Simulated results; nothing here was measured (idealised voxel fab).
process module | voxel local oxidation
cross-section cut | 300 nm wide | cells 5 nm
A cross-section is a grid of square cells, given in bands from the top down. A band is one or more rows of cells.
Each band's line starts with the height of the band's top and of its bottom, in nm. Then come its materials from left to right, each with its width in nm. One material with "throughout" fills the band from edge to edge. "air" is empty space.
Height 0 is the level under which the wafer as received is all one material. The lowest band goes on downwards, as in "0 down".
A width such as "30 to 40" changes by the same amount from each row of cells to the next, from the band's top row to its bottom row.
"no change" after a step means that no cell of the cross-section changed.
closed voids: empty space of 8 cells or more with no open way to the top, each as width x height at its distance from the left edge, in nm
after a step's settings: what the simulator itself notes on the step
overlay nm, on a step with a mask: how far to the right of its planned place the mask lay; to the left if negative
plan
1 op RECEIVE | material Si
2 op OXIDIZE | depth nm 5
3 op CONFORMAL_DEP | material SiN | thk nm 10
4 op MASKED_ETCH | tone cover | mask id ACTIVE | width nm 130 | etch materials SiN | depth nm 10 | overlay nm 0
5 op SELECTIVE_ETCH | etch materials SiO2 | depth nm 5
6 op OXIDIZE | depth nm 10
7 op STRIP | etch materials SiN
as received, after step 1
  0 down: Si throughout
  closed voids: none
first wafer at the end, as planned
  0 to -5: air 90 | SiO2 120 | air 90
  -5 to -15: SiO2 100 | Si 100 | SiO2 100
  -15 down: Si throughout
  closed voids: none
second wafer at the end: like start, like plan, one mistake
  0 to -5: air 100 | SiO2 100 | air 100
  -5 to -15: SiO2 110 | Si 80 | SiO2 110
  -15 down: Si throughout
  closed voids: none
what went wrong: step 5 ran as: op SELECTIVE_ETCH | etch materials SiO2 | depth nm 15
at the end the second wafer has, in cells: 8 fewer of Si | 4 more of SiO2
